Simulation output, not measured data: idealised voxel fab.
process module | voxel gate over fins
cross-section cut | 180 nm wide | cells 5 nm
A cross-section is a grid of square cells, given in bands from the top down. A band is one or more rows of cells.
Each band's line starts with the height of the band's top and of its bottom, in nm. Then come its materials from left to right, each with its width in nm. One material with "throughout" fills the band from edge to edge. "air" is empty space.
Height 0 is the level under which the wafer as received is all one material. The lowest band goes on downwards, as in "0 down".
A width such as "30 to 40" changes by the same amount from each row of cells to the next, from the band's top row to its bottom row.
"no change" after a step means that no cell of the cross-section changed.
closed voids: empty space of 8 cells or more with no open way to the top, each as width x height at its distance from the left edge, in nm
after a step's settings: what the simulator itself notes on the step
overlay nm, on a step with a mask: how far to the right of its planned place the mask lay; to the left if negative
plan
1 op RECEIVE | material Si
2 op CONFORMAL_DEP | material SiN | thk nm 5
3 op PATTERN | tone cover | mask id FINS | material resist | width nm 15 | pitch nm 35 | thk nm 15 | overlay nm 0
4 op DIRECTIONAL_ETCH | etch materials SiN | depth nm 5
5 op DIRECTIONAL_ETCH | etch materials Si | depth nm 35
6 op STRIP | etch materials resist
7 op FILL_DEP | material SiO2 | thk nm 5
8 op CMP | height nm 5
9 op SELECTIVE_ETCH | etch materials SiO2 | depth nm 15
10 op STRIP | etch materials SiN
11 op CONFORMAL_DEP | material HfO2 | thk nm 5
12 op CONFORMAL_DEP | material TiN | thk nm 5
13 op FILL_DEP | material W | thk nm 10
14 op CMP | height nm 15
15 op CONFORMAL_DEP | material SiN | thk nm 5
varied across the wafers: thk nm of step 11. The plan shows the first wafer's value. All wafers start alike
first wafer as received, after step 1
  0 down: Si throughout
  closed voids: none
first wafer at the end, after step 15
  20 to 15: SiN throughout
  15 to 10: W throughout
  10 to 5: W 35 | TiN 105 | W 40
  5 to 0: W 35 | TiN 5 | HfO2 25 | TiN 10 | HfO2 25 | TiN 10 | HfO2 25 | TiN 5 | W 40
  0 to -5: TiN 40 | HfO2 5 | Si 15 | HfO2 5 | TiN 10 | HfO2 5 | Si 15 | HfO2 5 | TiN 10 | HfO2 5 | Si 15 | HfO2 5 | TiN 45
  -5 to -10: HfO2 45 | Si 15 | HfO2 20 | Si 15 | HfO2 20 | Si 15 | HfO2 50
  -10 to -35: SiO2 45 | Si 15 | SiO2 20 | Si 15 | SiO2 20 | Si 15 | SiO2 50
  -35 down: Si throughout
  closed voids: none
last wafer at the end
  20 to 15: SiN throughout
  15 to 10: TiN 25 | HfO2 125 | TiN 30
  10 to 0: HfO2 throughout
  0 to -10: HfO2 45 | Si 15 | HfO2 20 | Si 15 | HfO2 20 | Si 15 | HfO2 50
  -10 to -35: SiO2 45 | Si 15 | SiO2 20 | Si 15 | SiO2 20 | Si 15 | SiO2 50
  -35 down: Si throughout
  closed voids: none
each wafer at the end: cells of each material gained (+) or lost (-) since it was received, then its closed voids
thk nm 5 | +48 HfO2 | -189 Si | +36 SiN | +135 SiO2 | +48 TiN | +66 W | closed voids: none
thk nm 10 | +96 HfO2 | -189 Si | +36 SiN | +135 SiO2 | +40 TiN | +26 W | closed voids: none
thk nm 15 | +136 HfO2 | -189 Si | +36 SiN | +135 SiO2 | +15 TiN | +11 W | closed voids: none
thk nm 20 | +151 HfO2 | -189 Si | +36 SiN | +135 SiO2 | +11 TiN | closed voids: none
